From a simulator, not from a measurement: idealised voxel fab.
process module | voxel transistor to metal
cross-section cut | 145 nm wide | cells 5 nm
A cross-section is a grid of square cells, given in bands from the top down. A band is one or more rows of cells.
Each band's line starts with the height of the band's top and of its bottom, in nm. Then come its materials from left to right, each with its width in nm. One material with "throughout" fills the band from edge to edge. "air" is empty space.
Height 0 is the level under which the wafer as received is all one material. The lowest band goes on downwards, as in "0 down".
A width such as "30 to 40" changes by the same amount from each row of cells to the next, from the band's top row to its bottom row.
"no change" after a step means that no cell of the cross-section changed.
closed voids: empty space of 8 cells or more with no open way to the top, each as width x height at its distance from the left edge, in nm
after a step's settings: what the simulator itself notes on the step
overlay nm, on a step with a mask: how far to the right of its planned place the mask lay; to the left if negative
plan
1 op RECEIVE | material Si
2 op CONFORMAL_DEP | material SiO2 | thk nm 5
3 op CONFORMAL_DEP | material SiN | thk nm 10
4 op MASKED_ETCH | tone cover | mask id ACTIVE | width nm 95 | etch materials SiN | depth nm 10 | overlay nm 0
5 op MASKED_ETCH | tone cover | mask id ACTIVE | width nm 95 | etch materials SiO2 | depth nm 5 | overlay nm 0
6 op MASKED_ETCH | tone cover | mask id ACTIVE | width nm 95 | etch materials Si | depth nm 35 | overlay nm 0
7 op OXIDIZE | depth nm 5
8 op FILL_DEP | material SiO2 | thk nm 15
9 op CMP | height nm 15
10 op SELECTIVE_ETCH | etch materials SiO2 | depth nm 10
11 op STRIP | etch materials SiN
12 op SELECTIVE_ETCH | etch materials SiO2 | depth nm 5
13 op OXIDIZE | depth nm 5
14 op DIRECTIONAL_DEP | material polySi | thk nm 30
15 op DIRECTIONAL_DEP | material SiCN | thk nm 10
16 op MASKED_ETCH | tone cover | mask id GATE | width nm 25 | etch materials SiCN | depth nm 20 | overlay nm 0
17 op MASKED_ETCH | tone cover | mask id GATE | width nm 25 | etch materials polySi | depth nm 40 | overlay nm 0
18 op CONFORMAL_DEP | material SiN | thk nm 5
19 op DIRECTIONAL_ETCH | etch materials SiN | depth nm 5
20 op DIRECTIONAL_ETCH | etch materials SiO2 | depth nm 5
21 op EPI | material SiGe | thk nm 5
22 op FILL_DEP | material SiO2 | thk nm 5
23 op CMP | height nm 40
24 op DIRECTIONAL_DEP | material SiO2 | thk nm 10
25 op PATTERN | tone open | mask id CONTACT | material resist | width nm 15 | pitch nm 70 | thk nm 20 | overlay nm 0
26 op DIRECTIONAL_ETCH | etch materials SiO2 | depth nm 50
27 op STRIP | etch materials resist
28 op CONFORMAL_DEP | material TiN | thk nm 5
29 op FILL_DEP | material W | thk nm 10
30 op CMP | height nm 50
31 op CONFORMAL_DEP | material SiCN | thk nm 5
32 op DIRECTIONAL_DEP | material lowk | thk nm 25
33 op DIRECTIONAL_DEP | material aC | thk nm 15
34 op PATTERN | tone open | mask id METAL_1 | material resist | width nm 15 | pitch nm 70 | thk nm 30 | overlay nm 0
35 op DIRECTIONAL_ETCH | etch materials aC | depth nm 15
36 op STRIP | etch materials resist
37 op DIRECTIONAL_ETCH | etch materials lowk | depth nm 25
38 op DIRECTIONAL_ETCH | etch materials SiCN | depth nm 5
39 op STRIP | etch materials aC
40 op CONFORMAL_DEP | material TiN | thk nm 5
41 op FILL_DEP | material Ru | thk nm 10
42 op CMP | height nm 80
43 op CONFORMAL_DEP | material SiCN | thk nm 5
44 op DIRECTIONAL_DEP | material lowk | thk nm 35
45 op PATTERN | tone open | mask id METAL_2 | material resist | width nm 15 | pitch nm 70 | thk nm 15 | overlay nm 0
46 op DIRECTIONAL_ETCH | etch materials lowk | depth nm 20
47 op STRIP | etch materials resist
48 op MASKED_ETCH | tone open | mask id METAL_2_HOLES | width nm 15 | pitch nm 70 | etch materials lowk | depth nm 15 | overlay nm 0
49 op MASKED_ETCH | tone open | mask id METAL_2_HOLES | width nm 15 | pitch nm 70 | etch materials SiCN | depth nm 5 | overlay nm 0
50 op CONFORMAL_DEP | material TiN | thk nm 5
51 op FILL_DEP | material Ru | thk nm 10
52 op CMP | height nm 120
53 op CONFORMAL_DEP | material SiN | thk nm 5
as received, after step 1
  0 down: Si throughout
  closed voids: none
a wafer at the end: this start, this plan, one mistake
  125 to 120: SiN throughout
  120 to 85: lowk 30 | TiN 5 | Ru 5 | TiN 5 | lowk 55 | TiN 5 | Ru 5 | TiN 5 | lowk 30
  85 to 80: SiCN 30 | TiN 15 | SiCN 55 | TiN 15 | SiCN 30
  80 to 55: lowk 30 | TiN 5 | Ru 5 | TiN 5 | lowk 55 | TiN 5 | Ru 5 | TiN 5 | lowk 30
  55 to 50: SiCN 30 | TiN 15 | SiCN 55 | TiN 15 | SiCN 30
  50 to 40: SiO2 30 | TiN 5 | W 10 | TiN 5 | SiO2 50 | TiN 5 | W 10 | TiN 5 | SiO2 25
  40 to 30: SiO2 30 | TiN 5 | W 10 | TiN 5 | SiO2 5 | SiN 5 | SiCN 25 | SiN 5 | SiO2 10 | TiN 5 | W 10 | TiN 5 | SiO2 25
  30 to 5: SiO2 30 | TiN 5 | W 10 | TiN 5 | SiO2 5 | SiN 5 | polySi 25 | SiN 5 | SiO2 10 | TiN 5 | W 10 | TiN 5 | SiO2 25
  5 to 0: SiO2 30 | TiN 20 | SiO2 5 | SiN 5 | polySi 25 | SiN 5 | SiO2 10 | TiN 20 | SiO2 25
  0 to -5: SiO2 25 | SiGe 30 | SiO2 35 | SiGe 30 | SiO2 25
  -5 to -40: SiO2 30 | Si 85 | SiO2 30
  -40 down: Si throughout
  closed voids: none
what went wrong: step 25 ran as: op PATTERN | tone open | mask id CONTACT | material resist | width nm 20 | pitch nm 70 | thk nm 20 | overlay nm 0
